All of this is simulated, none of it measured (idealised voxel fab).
Herein follows the process module entitled voxel transistor to metal.
Section cut is 195 nm wide and gridded with 5 nm square cells.
When this document writes out a cross-section, it uses a grid of square cells and lists it as bands, beginning at the top and moving down, with a band standing for one or more rows of cells.
The band entry comprises the height of the band's top followed by the height of its bottom, expressed in nm, and subsequently the band's materials from left to right, each stated together with its width in nm. Where a single material is marked with the word "edge to edge", that material fills the band from edge to edge. The word "air" represents empty space.
Zero point of the height axis is 0; under it, received wafer = one material. Lowest band: continues down indefinitely, "from 0 down".
A width such as "30..40" changes by the same amount from each row of cells to the next, from the band's top row to its bottom row.
Where a step carries "nothing different", the cross-section came out of it unchanged, cell for cell.
So "Catalogued sealed voids" is basically the list of trapped voids: any empty space of 8 cells or more that can't reach the top through an opening. They're written width x height at distance, the distance being from the left edge, and it's all nm.
What comes after the settings on a step's line is commentary from the simulator itself on that step.
A step line may carry the setting "overlay nm", which, for steps involving a mask, states the distance by which the mask lay to the right of its intended position; negative values denote displacement to the left.

### Steps planned for the process
1,RECEIVE: material Si
2,CONFORMAL_DEP: material SiO2, thk nm 5
3,CONFORMAL_DEP: material SiN, thk nm 10
4,MASKED_ETCH: tone cover, mask id ACTIVE, width nm 125, etch materials SiN, depth nm 10, overlay nm 0
5,MASKED_ETCH: tone cover, mask id ACTIVE, width nm 125, etch materials SiO2, depth nm 5, overlay nm 0
6,MASKED_ETCH: tone cover, mask id ACTIVE, width nm 125, etch materials Si, depth nm 25, overlay nm 0
7,FILL_DEP: material SiO2, thk nm 5
8,CMP: height nm 15
9,SELECTIVE_ETCH: etch materials SiO2, depth nm 10
10,STRIP: etch materials SiN
11,SELECTIVE_ETCH: etch materials SiO2, depth nm 5
12,OXIDIZE: depth nm 5
13,DIRECTIONAL_DEP: material polySi, thk nm 25
14,DIRECTIONAL_DEP: material SiCN, thk nm 10
15,PATTERN: tone cover, mask id GATE, material resist, width nm 25, thk nm 15, overlay nm 0
16,DIRECTIONAL_ETCH: etch materials SiCN, depth nm 20
17,DIRECTIONAL_ETCH: etch materials polySi, depth nm 35
18,STRIP: etch materials resist
19,CONFORMAL_DEP: material SiN, thk nm 10
20,DIRECTIONAL_ETCH: etch materials SiN, depth nm 10
21,DIRECTIONAL_ETCH: etch materials SiO2, depth nm 5
22,DIRECTIONAL_ETCH: etch materials Si, depth nm 5
23,EPI: material SiGe, thk nm 10
24,FILL_DEP: material SiO2, thk nm 10
25,CMP: height nm 35
26,DIRECTIONAL_DEP: material SiO2, thk nm 15
27,DIRECTIONAL_DEP: material aC, thk nm 15
28,PATTERN: tone open, mask id CONTACT, material resist, width nm 35, pitch nm 70, thk nm 30, overlay nm 0
29,DIRECTIONAL_ETCH: etch materials aC, depth nm 15
30,STRIP: etch materials resist
31,DIRECTIONAL_ETCH: etch materials SiO2, depth nm 50
32,STRIP: etch materials aC
33,CONFORMAL_DEP: material TiN, thk nm 5
34,FILL_DEP: material Ru, thk nm 10
35,CMP: height nm 50
36,CONFORMAL_DEP: material SiCN, thk nm 5
37,DIRECTIONAL_DEP: material lowk, thk nm 20
38,MASKED_ETCH: tone open, mask id METAL_1, width nm 20, pitch nm 85, etch materials lowk, depth nm 20, overlay nm 0
39,MASKED_ETCH: tone open, mask id METAL_1, width nm 20, pitch nm 85, etch materials SiCN, depth nm 5, overlay nm 0
40,CONFORMAL_DEP: material TiN, thk nm 5
41,FILL_DEP: material W, thk nm 5
42,CMP: height nm 75
43,CONFORMAL_DEP: material SiCN, thk nm 5
44,DIRECTIONAL_DEP: material SiO2, thk nm 30
45,PATTERN: tone open, mask id METAL_2, material resist, width nm 15, pitch nm 85, thk nm 15, overlay nm 0
46,DIRECTIONAL_ETCH: etch materials SiO2, depth nm 20
47,STRIP: etch materials resist
48,MASKED_ETCH: tone open, mask id METAL_2_HOLES, width nm 15, pitch nm 85, etch materials SiO2, depth nm 10, overlay nm 0
49,MASKED_ETCH: tone open, mask id METAL_2_HOLES, width nm 15, pitch nm 85, etch materials SiCN, depth nm 5, overlay nm 0
50,CONFORMAL_DEP: material TiN, thk nm 5
51,FILL_DEP: material Cu, thk nm 10
52,CMP: height nm 110
53,CONFORMAL_DEP: material SiN, thk nm 5
Across this set of wafers, the varied parameter is the width nm of step 45. Starting conditions are identical for every wafer, and the plan reports the value assigned to the first wafer.

### So this is the first of several wafers, cross-sectioned as it came to us, meaning it's at the end of step 1
* from 0 down | Si edge to edge
* Catalogued sealed voids: none

### At the end of the module, after its last step, step 53, the first of several wafers appears in cross-section as follows
* from 115 to 110 | SiN edge to edge
* from 110 to 100 | SiO2 (45) | TiN (5..10) | Cu (10..5) | TiN (5) | SiO2 (65) | TiN (5..10) | Cu (10..5) | TiN (5) | SiO2 (45)
* from 100 to 95 | SiO2 (50) | TiN (5) | Cu (5) | TiN (5) | SiO2 (70) | TiN (5) | Cu (5) | TiN (5) | SiO2 (45)
* from 95 to 90 | SiO2 (50) | TiN (15) | SiO2 (70) | TiN (15) | SiO2 (45)
* from 90 to 80 | SiO2 (50) | TiN (10) | SiO2 (75) | TiN (10) | SiO2 (50)
* from 80 to 75 | SiCN (50) | TiN (10) | SiCN (75) | TiN (10) | SiCN (50)
* from 75 to 55 | lowk (45) | TiN (5) | W (10) | TiN (5) | lowk (65) | TiN (5) | W (10) | TiN (5) | lowk (45)
* from 55 to 50 | SiCN (45) | TiN (20) | SiCN (65) | TiN (20) | SiCN (45)
* from 50 to 40 | SiO2 (45) | TiN (5) | Ru (25) | TiN (5) | SiO2 (35) | TiN (5) | Ru (25) | TiN (5) | SiO2 (45)
* from 40 to 35 | SiO2 (45) | TiN (5) | Ru (20) | TiN (10) | SiO2 (35) | TiN (10) | Ru (20) | TiN (5) | SiO2 (45)
* from 35 to 25 | SiO2 (45) | TiN (5) | Ru (20) | TiN (5) | SiN (10) | SiCN (25) | SiN (10) | TiN (5) | Ru (20) | TiN (5) | SiO2 (45)
* from 25 to 10 | SiO2 (45) | TiN (5) | Ru (20) | TiN (5) | SiN (10) | polySi (25) | SiN (10) | TiN (5) | Ru (20) | TiN (5) | SiO2 (45)
* from 10 to 5 | SiO2 (45) | TiN (5) | Ru (10) | TiN (15) | SiN (10) | polySi (25) | SiN (10) | TiN (15) | Ru (10) | TiN (5) | SiO2 (45)
* from 5 to 0 | SiO2 (45) | TiN (20) | SiGe (10) | SiN (10) | polySi (25) | SiN (10) | SiGe (10) | TiN (20) | SiO2 (45)
* from 0 to -5 | SiO2 (30) | SiGe (45) | SiO2 (45) | SiGe (45) | SiO2 (30)
* from -5 to -10 | SiO2 (35) | SiGe (40) | Si (45) | SiGe (40) | SiO2 (35)
* from -10 to -25 | SiO2 (35) | Si (125) | SiO2 (35)
* from -25 down | Si edge to edge
* Catalogued sealed voids: none

### Cross-sectional view, end of module, last wafer of several
* from 115 to 110 | SiN edge to edge
* from 110 to 95 | SiO2 (40) | TiN (5) | Cu (25) | TiN (5) | SiO2 (50) | TiN (5) | Cu (25) | TiN (5) | SiO2 (35)
* from 95 to 90 | SiO2 (40) | TiN (10) | Cu (5) | TiN (20) | SiO2 (50) | TiN (10) | Cu (5) | TiN (20) | SiO2 (35)
* from 90 to 80 | SiO2 (45) | TiN (5) | Cu (5) | TiN (5) | SiO2 (70) | TiN (5) | Cu (5) | TiN (5) | SiO2 (50)
* from 80 to 75 | SiCN (45) | TiN (15) | SiCN (70) | TiN (15) | SiCN (50)
* from 75 to 55 | lowk (45) | TiN (5) | W (10) | TiN (5) | lowk (65) | TiN (5) | W (10) | TiN (5) | lowk (45)
* from 55 to 50 | SiCN (45) | TiN (20) | SiCN (65) | TiN (20) | SiCN (45)
* from 50 to 40 | SiO2 (45) | TiN (5) | Ru (25) | TiN (5) | SiO2 (35) | TiN (5) | Ru (25) | TiN (5) | SiO2 (45)
* from 40 to 35 | SiO2 (45) | TiN (5) | Ru (20) | TiN (10) | SiO2 (35) | TiN (10) | Ru (20) | TiN (5) | SiO2 (45)
* from 35 to 25 | SiO2 (45) | TiN (5) | Ru (20) | TiN (5) | SiN (10) | SiCN (25) | SiN (10) | TiN (5) | Ru (20) | TiN (5) | SiO2 (45)
* from 25 to 10 | SiO2 (45) | TiN (5) | Ru (20) | TiN (5) | SiN (10) | polySi (25) | SiN (10) | TiN (5) | Ru (20) | TiN (5) | SiO2 (45)
* from 10 to 5 | SiO2 (45) | TiN (5) | Ru (10) | TiN (15) | SiN (10) | polySi (25) | SiN (10) | TiN (15) | Ru (10) | TiN (5) | SiO2 (45)
* from 5 to 0 | SiO2 (45) | TiN (20) | SiGe (10) | SiN (10) | polySi (25) | SiN (10) | SiGe (10) | TiN (20) | SiO2 (45)
* from 0 to -5 | SiO2 (30) | SiGe (45) | SiO2 (45) | SiGe (45) | SiO2 (30)
* from -5 to -10 | SiO2 (35) | SiGe (40) | Si (45) | SiGe (40) | SiO2 (35)
* from -10 to -25 | SiO2 (35) | Si (125) | SiO2 (35)
* from -25 down | Si edge to edge
* Catalogued sealed voids: none

### Below is a per-wafer table. In it, each row describes the wafer at the end of the module by giving, for each material, the number of cells gained (+) or lost (-) since the wafer was received, and after that the closed voids of the wafer
width nm 15, +8 Cu, +72 Ru, -111 Si, +76 SiCN, +38 SiGe, +67 SiN, +476 SiO2, +106 TiN, +16 W, +124 lowk, +25 polySi, Catalogued sealed voids: none
width nm 20, +18 Cu, +72 Ru, -111 Si, +74 SiCN, +38 SiGe, +67 SiN, +468 SiO2, +106 TiN, +16 W, +124 lowk, +25 polySi, Catalogued sealed voids: none
width nm 25, +24 Cu, +72 Ru, -111 Si, +74 SiCN, +38 SiGe, +67 SiN, +460 SiO2, +108 TiN, +16 W, +124 lowk, +25 polySi, Catalogued sealed voids: none
width nm 30, +30 Cu, +72 Ru, -111 Si, +74 SiCN, +38 SiGe, +67 SiN, +452 SiO2, +110 TiN, +16 W, +124 lowk, +25 polySi, Catalogued sealed voids: none
width nm 35, +36 Cu, +72 Ru, -111 Si, +74 SiCN, +38 SiGe, +67 SiN, +444 SiO2, +112 TiN, +16 W, +124 lowk, +25 polySi, Catalogued sealed voids: none
